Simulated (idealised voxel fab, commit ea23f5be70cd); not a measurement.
process module | voxel capacitor over wiring
cross-section cut | 140 nm wide | cells 5 nm
A cross-section is a grid of square cells, given in bands from the top down. A band is one or more rows of cells.
Each band's line starts with the height of the band's top and of its bottom, in nm. Then come its materials from left to right, each with its width in nm. One material with "throughout" fills the band from edge to edge. "air" is empty space.
Height 0 is the level under which the wafer as received is all one material. The lowest band goes on downwards, as in "0 down".
A width such as "30 to 40" changes by the same amount from each row of cells to the next, from the band's top row to its bottom row.
"no change" after a step means that no cell of the cross-section changed.
closed voids: empty space of 8 cells or more with no open way to the top, each as width x height at its distance from the left edge, in nm
after a step's settings: what the simulator itself notes on the step
overlay nm, on a step with a mask: how far to the right of its planned place the mask lay; to the left if negative
plan
1 op RECEIVE | material Si
2 op CONFORMAL_DEP | material SiO2 | thk nm 10
3 op DIRECTIONAL_DEP | material TiN | thk nm 5
4 op DIRECTIONAL_DEP | material Ru | thk nm 15
5 op MASKED_ETCH | tone cover | mask id METAL_1 | width nm 20 | pitch nm 80 | etch materials Ru | depth nm 15 | overlay nm 0
6 op MASKED_ETCH | tone cover | mask id METAL_1 | width nm 20 | pitch nm 80 | etch materials TiN | depth nm 5 | overlay nm 0
7 op CONFORMAL_DEP | material SiCN | thk nm 5
8 op FILL_DEP | material SiO2 | thk nm 10
9 op CMP | height nm 30
10 op CONFORMAL_DEP | material SiCN | thk nm 5
11 op DIRECTIONAL_DEP | material lowk | thk nm 15
12 op MASKED_ETCH | tone open | mask id PLUG_1 | width nm 15 | etch materials lowk | depth nm 15 | overlay nm 0
13 op MASKED_ETCH | tone open | mask id PLUG_1 | width nm 15 | etch materials SiCN | depth nm 5 | overlay nm 0
14 op EPI | material Ru | thk nm 10
15 op EPI | material Ru | thk nm 10
16 op DIRECTIONAL_DEP | material TiN | thk nm 10
17 op DIRECTIONAL_DEP | material SiN | thk nm 5
18 op DIRECTIONAL_DEP | material TiN | thk nm 5
19 op PATTERN | tone cover | mask id UPPER_PLATE | material resist | width nm 65 | thk nm 15 | overlay nm 0
20 op DIRECTIONAL_ETCH | etch materials TiN | depth nm 5
21 op DIRECTIONAL_ETCH | etch materials SiN | depth nm 5
22 op STRIP | etch materials resist
23 op DIRECTIONAL_DEP | material aC | thk nm 15
24 op PATTERN | tone cover | mask id LOWER_PLATE | material resist | width nm 75 | thk nm 30 | overlay nm 0
25 op DIRECTIONAL_ETCH | etch materials aC | depth nm 15
26 op STRIP | etch materials resist
27 op DIRECTIONAL_ETCH | etch materials TiN | depth nm 10
28 op STRIP | etch materials aC
29 op FILL_DEP | material SiO2 | thk nm 15
30 op CMP | height nm 80
31 op PATTERN | tone open | mask id PLUG_2 | material resist | width nm 15 | thk nm 15 | overlay nm 0
32 op DIRECTIONAL_ETCH | etch materials SiO2 | depth nm 10
33 op STRIP | etch materials resist
34 op CONFORMAL_DEP | material TiN | thk nm 5
35 op FILL_DEP | material W | thk nm 5
36 op CMP | height nm 80
37 op CONFORMAL_DEP | material SiN | thk nm 5
as received, after step 1
  0 down: Si throughout
  closed voids: none
first wafer at the end, as planned
  85 to 80: SiN throughout
  80 to 75: SiO2 35 | TiN 5 | W 5 | TiN 5 | SiO2 90
  75 to 65: SiO2 35 to 25 | TiN 15 to 65 | SiO2 90 to 50
  65 to 60: SiO2 25 | SiN 65 | SiO2 50
  60 to 50: SiO2 20 | TiN 75 | SiO2 45
  50 to 35: lowk 25 | Ru 15 | lowk 100
  35 to 30: SiCN 25 | Ru 15 | SiCN 100
  30 to 15: SiO2 15 | SiCN 5 | Ru 20 | SiCN 5 | SiO2 50 | SiCN 5 | Ru 20 | SiCN 5 | SiO2 15
  15 to 10: SiCN 20 | TiN 20 | SiCN 60 | TiN 20 | SiCN 20
  10 to 0: SiO2 throughout
  0 down: Si throughout
  closed voids: none
second wafer at the end: like start, like plan, one mistake
  85 to 80: SiN throughout
  80 to 75: SiO2 35 | TiN 5 | W 5 | TiN 5 | SiO2 90
  75 to 65: SiO2 35 to 40 | TiN 15 to 50 | SiO2 90 to 50
  65 to 60: SiO2 25 | TiN 15 | SiN 50 | SiO2 50
  60 to 55: SiO2 20 | TiN 5 | SiN 15 | TiN 55 | SiO2 45
  55 to 50: SiO2 20 | TiN 75 | SiO2 45
  50 to 45: lowk 25 | TiN 15 | lowk 100
  45 to 35: lowk throughout
  35 to 30: SiCN throughout
  30 to 15: SiO2 15 | SiCN 5 | Ru 20 | SiCN 5 | SiO2 50 | SiCN 5 | Ru 20 | SiCN 5 | SiO2 15
  15 to 10: SiCN 20 | TiN 20 | SiCN 60 | TiN 20 | SiCN 20
  10 to 0: SiO2 throughout
  0 down: Si throughout
  closed voids: none
what went wrong: step 12 ran as: op MASKED_ETCH | tone open | mask id PLUG_1 | width nm 15 | etch materials lowk | depth nm 5 | overlay nm 0
at the end the second wafer has, in cells: 12 fewer of Ru | 3 more of SiCN | 3 more of SiO2 | 6 more of lowk
